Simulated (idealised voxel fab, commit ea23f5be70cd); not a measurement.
The document below concerns the process module designated voxel air gaps.
Cross-section cut: width 285 nm, square cells of 5 nm.
If you're reading a cross-section in this doc, picture square cells in a grid; it comes to you as bands, top ones listed first down to the bottom, and a band can be one or more rows of cells.
A band entry consists of two parts. The first gives the height of the band's top and the height of its bottom, in nm. The rest lists the band's materials from left to right, each with its width in nm. A single material labelled with the word "all across" fills the band from edge to edge, and the word "blank" marks empty space.
The level at which height equals 0 is the one under which the wafer, as it arrives, is entirely one material. No lower edge exists for the bottom band, which continues downward and is notated as in "0 down".
The width entry "30..40" should be interpreted row by row: the top row of cells in the band takes the first number, the bottom row takes the second number, and the change between adjacent rows is uniform throughout.
Given "nothing got changed" for a step, no cell of the cross-section differs between before and after that step.
You'll see "Sealed voids" listing empty spaces that have no way open to the top, as long as they're 8 cells or more; the notation is width x height at distance, where the distance is from the left edge, and all of it is in nm.
Step line, after settings: the simulator's comment on this step.
overlay nm, on a step with a mask: how far to the right of its planned place the mask lay; to the left if negative

Listed below are the process steps as planned:
| 1 | RECEIVE | material Si |
| 2 | CONFORMAL_DEP | material SiO2 | thk nm 15 |
| 3 | CONFORMAL_DEP | material SiN | thk nm 5 |
| 4 | DIRECTIONAL_DEP | material lowk | thk nm 30 |
| 5 | MASKED_ETCH | tone open | mask id LINES | width nm 20 | pitch nm 50 | etch materials lowk | depth nm 30 | overlay nm 0 |
| 6 | CONFORMAL_DEP | material TiN | thk nm 5 |
| 7 | FILL_DEP | material Cu | thk nm 10 |
| 8 | CMP | height nm 50 |
| 9 | EPI | material Ru | thk nm 10 |
| 10 | SELECTIVE_ETCH | etch materials lowk | depth nm 40 |
| 11 | CONFORMAL_DEP | material SiN | thk nm 5 |

First of two wafers, with the run carried out as planned:

Incoming wafer, cross-sectional view, post step 1:
	0 down = Si all across
	Sealed voids: none

The following cross-section depicts the wafer upon completion of step 2:
	15 to 0 = SiO2 all across
	All layers under 0 are left as they were.

The following cross-section depicts the wafer upon completion of step 3:
	20 to 15 = SiN all across
	All layers under 15 are left as they were.

The following cross-section depicts the wafer upon completion of step 4:
	50 to 20 = lowk all across
	All layers under 20 are left as they were.

The following cross-section depicts the wafer upon completion of step 5:
	50 to 20 = 55 lowk / 20 blank / 30 lowk / 20 blank / 30 lowk / 20 blank / 30 lowk / 20 blank / 60 lowk
	All layers under 20 are left as they were.

The following cross-section depicts the wafer upon completion of step 6:
	55 to 50 = 60 TiN / 10 blank / 40 TiN / 10 blank / 40 TiN / 10 blank / 40 TiN / 10 blank / 65 TiN
	50 to 25 = 55 lowk / 5 TiN / 10 blank / 5 TiN / 30 lowk / 5 TiN / 10 blank / 5 TiN / 30 lowk / 5 TiN / 10 blank / 5 TiN / 30 lowk / 5 TiN / 10 blank / 5 TiN / 60 lowk
	25 to 20 = 55 lowk / 20 TiN / 30 lowk / 20 TiN / 30 lowk / 20 TiN / 30 lowk / 20 TiN / 60 lowk
	All layers under 20 are left as they were.

The following cross-section depicts the wafer upon completion of step 7:
	65 to 55 = Cu all across
	55 to 50 = 60 TiN / 10 Cu / 40 TiN / 10 Cu / 40 TiN / 10 Cu / 40 TiN / 10 Cu / 65 TiN
	50 to 25 = 55 lowk / 5 TiN / 10 Cu / 5 TiN / 30 lowk / 5 TiN / 10 Cu / 5 TiN / 30 lowk / 5 TiN / 10 Cu / 5 TiN / 30 lowk / 5 TiN / 10 Cu / 5 TiN / 60 lowk
	All layers under 25 are left as they were.

The following cross-section depicts the wafer upon completion of step 8:
	50 to 25 = 55 lowk / 5 TiN / 10 Cu / 5 TiN / 30 lowk / 5 TiN / 10 Cu / 5 TiN / 30 lowk / 5 TiN / 10 Cu / 5 TiN / 30 lowk / 5 TiN / 10 Cu / 5 TiN / 60 lowk
	All layers under 25 are left as they were.

The following cross-section depicts the wafer upon completion of step 9:
	60 to 50 = 45 blank / 40 Ru / 10 blank / 40 Ru / 10 blank / 40 Ru / 10 blank / 40 Ru / 50 blank
	All layers under 50 are left as they were.

The following cross-section depicts the wafer upon completion of step 10:
	60 to 50 = 45 blank / 40 Ru / 10 blank / 40 Ru / 10 blank / 40 Ru / 10 blank / 40 Ru / 50 blank
	50 to 25 = 55 blank / 5 TiN / 10 Cu / 5 TiN / 30 blank / 5 TiN / 10 Cu / 5 TiN / 30 blank / 5 TiN / 10 Cu / 5 TiN / 30 blank / 5 TiN / 10 Cu / 5 TiN / 60 blank
	25 to 20 = 55 blank / 20 TiN / 30 blank / 20 TiN / 30 blank / 20 TiN / 30 blank / 20 TiN / 60 blank
	All layers under 20 are left as they were.

The following cross-section depicts the wafer upon completion of step 11:
	65 to 60 = 40 blank / 200 SiN / 45 blank
	60 to 50 = 40 blank / 5 SiN / 40 Ru / 10 SiN / 40 Ru / 10 SiN / 40 Ru / 10 SiN / 40 Ru / 5 SiN / 45 blank
	50 to 45 = 40 blank / 15 SiN / 5 TiN / 10 Cu / 5 TiN / 30 SiN / 5 TiN / 10 Cu / 5 TiN / 30 SiN / 5 TiN / 10 Cu / 5 TiN / 30 SiN / 5 TiN / 10 Cu / 5 TiN / 15 SiN / 45 blank
	45 to 25 = 50 blank / 5 SiN / 5 TiN / 10 Cu / 5 TiN / 5 SiN / 20 blank / 5 SiN / 5 TiN / 10 Cu / 5 TiN / 5 SiN / 20 blank / 5 SiN / 5 TiN / 10 Cu / 5 TiN / 5 SiN / 20 blank / 5 SiN / 5 TiN / 10 Cu / 5 TiN / 5 SiN / 55 blank
	25 to 20 = 55 SiN / 20 TiN / 30 SiN / 20 TiN / 30 SiN / 20 TiN / 30 SiN / 20 TiN / 60 SiN
	All layers under 20 are left as they were.
	Sealed voids: 20 x 20 at 80; 20 x 20 at 130; 20 x 20 at 180

Second of two: same start, same plan, one run error; steps up to and including 2 match the first:

Second wafer: cross-section at the scheduled end of step 3:
	20 to 15 = Ru all across
	All layers under 15 are left as they were.

Second wafer: cross-section at the scheduled end of step 4:
	50 to 20 = lowk all across
	All layers under 20 are left as they were.

Second wafer: cross-section at the scheduled end of step 5:
	50 to 20 = 55 lowk / 20 blank / 30 lowk / 20 blank / 30 lowk / 20 blank / 30 lowk / 20 blank / 60 lowk
	All layers under 20 are left as they were.

Second wafer: cross-section at the scheduled end of step 6:
	55 to 50 = 60 TiN / 10 blank / 40 TiN / 10 blank / 40 TiN / 10 blank / 40 TiN / 10 blank / 65 TiN
	50 to 25 = 55 lowk / 5 TiN / 10 blank / 5 TiN / 30 lowk / 5 TiN / 10 blank / 5 TiN / 30 lowk / 5 TiN / 10 blank / 5 TiN / 30 lowk / 5 TiN / 10 blank / 5 TiN / 60 lowk
	25 to 20 = 55 lowk / 20 TiN / 30 lowk / 20 TiN / 30 lowk / 20 TiN / 30 lowk / 20 TiN / 60 lowk
	All layers under 20 are left as they were.

Second wafer: cross-section at the scheduled end of step 7:
	65 to 55 = Cu all across
	55 to 50 = 60 TiN / 10 Cu / 40 TiN / 10 Cu / 40 TiN / 10 Cu / 40 TiN / 10 Cu / 65 TiN
	50 to 25 = 55 lowk / 5 TiN / 10 Cu / 5 TiN / 30 lowk / 5 TiN / 10 Cu / 5 TiN / 30 lowk / 5 TiN / 10 Cu / 5 TiN / 30 lowk / 5 TiN / 10 Cu / 5 TiN / 60 lowk
	All layers under 25 are left as they were.

Second wafer: cross-section at the scheduled end of step 8:
	50 to 25 = 55 lowk / 5 TiN / 10 Cu / 5 TiN / 30 lowk / 5 TiN / 10 Cu / 5 TiN / 30 lowk / 5 TiN / 10 Cu / 5 TiN / 30 lowk / 5 TiN / 10 Cu / 5 TiN / 60 lowk
	All layers under 25 are left as they were.

Second wafer: cross-section at the scheduled end of step 9:
	60 to 50 = 45 blank / 40 Ru / 10 blank / 40 Ru / 10 blank / 40 Ru / 10 blank / 40 Ru / 50 blank
	All layers under 50 are left as they were.

Second wafer: cross-section at the scheduled end of step 10:
	60 to 50 = 45 blank / 40 Ru / 10 blank / 40 Ru / 10 blank / 40 Ru / 10 blank / 40 Ru / 50 blank
	50 to 25 = 55 blank / 5 TiN / 10 Cu / 5 TiN / 30 blank / 5 TiN / 10 Cu / 5 TiN / 30 blank / 5 TiN / 10 Cu / 5 TiN / 30 blank / 5 TiN / 10 Cu / 5 TiN / 60 blank
	25 to 20 = 55 blank / 20 TiN / 30 blank / 20 TiN / 30 blank / 20 TiN / 30 blank / 20 TiN / 60 blank
	All layers under 20 are left as they were.

Second wafer: cross-section at the scheduled end of step 11:
	65 to 60 = 40 blank / 200 SiN / 45 blank
	60 to 50 = 40 blank / 5 SiN / 40 Ru / 10 SiN / 40 Ru / 10 SiN / 40 Ru / 10 SiN / 40 Ru / 5 SiN / 45 blank
	50 to 45 = 40 blank / 15 SiN / 5 TiN / 10 Cu / 5 TiN / 30 SiN / 5 TiN / 10 Cu / 5 TiN / 30 SiN / 5 TiN / 10 Cu / 5 TiN / 30 SiN / 5 TiN / 10 Cu / 5 TiN / 15 SiN / 45 blank
	45 to 25 = 50 blank / 5 SiN / 5 TiN / 10 Cu / 5 TiN / 5 SiN / 20 blank / 5 SiN / 5 TiN / 10 Cu / 5 TiN / 5 SiN / 20 blank / 5 SiN / 5 TiN / 10 Cu / 5 TiN / 5 SiN / 20 blank / 5 SiN / 5 TiN / 10 Cu / 5 TiN / 5 SiN / 55 blank
	25 to 20 = 55 SiN / 20 TiN / 30 SiN / 20 TiN / 30 SiN / 20 TiN / 30 SiN / 20 TiN / 60 SiN
	All layers under 20 are left as they were.
	Sealed voids: 20 x 20 at 80; 20 x 20 at 130; 20 x 20 at 180
Deviation noted in wafer processing: step 3 was not run as planned; what actually ran was CONFORMAL_DEP | material Ru | thk nm 5
Wafer comparison, final, in cells, second relative to first, materials more or fewer: Ru: 57 more, SiN: 57 fewer
